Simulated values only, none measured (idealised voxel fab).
process module | voxel released beams
cross-section cut | 295 nm wide | cells 5 nm
A cross-section is a grid of square cells, given in bands from the top down. A band is one or more rows of cells.
Each band's line starts with the height of the band's top and of its bottom, in nm. Then come its materials from left to right, each with its width in nm. One material with "throughout" fills the band from edge to edge. "air" is empty space.
Height 0 is the level under which the wafer as received is all one material. The lowest band goes on downwards, as in "0 down".
A width such as "30 to 40" changes by the same amount from each row of cells to the next, from the band's top row to its bottom row.
"no change" after a step means that no cell of the cross-section changed.
closed voids: empty space of 8 cells or more with no open way to the top, each as width x height at its distance from the left edge, in nm
after a step's settings: what the simulator itself notes on the step
overlay nm, on a step with a mask: how far to the right of its planned place the mask lay; to the left if negative
plan
1 op RECEIVE | material Si
2 op CONFORMAL_DEP | material Al2O3 | thk nm 5
3 op DIRECTIONAL_DEP | material SiO2 | thk nm 15
4 op DIRECTIONAL_DEP | material aC | thk nm 15
5 op PATTERN | tone open | mask id ANCHOR | material resist | width nm 40 | thk nm 35 | overlay nm 0
6 op DIRECTIONAL_ETCH | etch materials aC | depth nm 15
7 op STRIP | etch materials resist
8 op DIRECTIONAL_ETCH | etch materials SiO2 | depth nm 15
9 op STRIP | etch materials aC
10 op CONFORMAL_DEP | material SiN | thk nm 15
11 op DIRECTIONAL_DEP | material aC | thk nm 15
12 op PATTERN | tone cover | mask id BEAM | material resist | width nm 95 | thk nm 30 | overlay nm 0
13 op DIRECTIONAL_ETCH | etch materials aC | depth nm 15
14 op STRIP | etch materials resist
15 op DIRECTIONAL_ETCH | etch materials SiN | depth nm 15
16 op STRIP | etch materials aC
17 op STRIP | etch materials SiO2
first wafer, as planned
as received, after step 1
  0 down: Si throughout
  closed voids: none
after step 2
  5 to 0: Al2O3 throughout
  below 0: unchanged
after step 3
  20 to 5: SiO2 throughout
  below 5: unchanged
after step 4
  35 to 20: aC throughout
  below 20: unchanged
after step 5
  70 to 35: resist 100 | air 40 | resist 155
  below 35: unchanged
after step 6
  55 to 35: resist 100 | air 40 | resist 155
  35 to 20: aC 100 | air 40 | aC 155
  below 20: unchanged
after step 7
  35 to 20: aC 100 | air 40 | aC 155
  below 20: unchanged
after step 8
  35 to 20: aC 100 | air 40 | aC 155
  20 to 5: SiO2 100 | air 40 | SiO2 155
  below 5: unchanged
after step 9
  20 to 5: SiO2 100 | air 40 | SiO2 155
  below 5: unchanged
after step 10
  35 to 20: SiN 115 | air 10 | SiN 170
  20 to 5: SiO2 100 | SiN 40 | SiO2 155
  below 5: unchanged
after step 11
  50 to 35: aC 115 | air 10 | aC 170
  35 to 20: SiN 115 | aC 10 | SiN 170
  below 20: unchanged
after step 12
  80 to 50: air 95 | resist 95 | air 105
  50 to 35: aC 115 | resist 10 | aC 170
  below 35: unchanged
after step 13
  65 to 50: air 95 | resist 95 | air 105
  50 to 35: air 95 | aC 20 | resist 10 | aC 65 | air 105
  below 35: unchanged
after step 14
  50 to 35: air 95 | aC 20 | air 10 | aC 65 | air 105
  below 35: unchanged
after step 15
  50 to 35: air 95 | aC 20 | air 10 | aC 65 | air 105
  35 to 20: air 95 | SiN 20 | aC 10 | SiN 65 | air 105
  below 20: unchanged
after step 16
  35 to 20: air 95 | SiN 20 | air 10 | SiN 65 | air 105
  below 20: unchanged
after step 17
  35 to 20: air 95 | SiN 20 | air 10 | SiN 65 | air 105
  20 to 5: air 100 | SiN 40 | air 155
  below 5: unchanged
second wafer: like start, like plan, one mistake. Through step 9 it matches the first wafer
when step 10 should have ended
  50 to 20: SiN throughout
  20 to 5: SiO2 100 | SiN 40 | SiO2 155
  below 5: unchanged
when step 11 should have ended
  65 to 50: aC throughout
  below 50: unchanged
when step 12 should have ended
  95 to 65: air 95 | resist 95 | air 105
  below 65: unchanged
when step 13 should have ended
  80 to 65: air 95 | resist 95 | air 105
  65 to 50: air 95 | aC 95 | air 105
  below 50: unchanged
when step 14 should have ended
  65 to 50: air 95 | aC 95 | air 105
  below 50: unchanged
when step 15 should have ended
  65 to 50: air 95 | aC 95 | air 105
  50 to 35: air 95 | SiN 95 | air 105
  below 35: unchanged
when step 16 should have ended
  50 to 35: air 95 | SiN 95 | air 105
  below 35: unchanged
when step 17 should have ended: no change
what went wrong: step 10 was run twice
at the end the second wafer has, in cells: 183 more of SiN | 153 more of SiO2
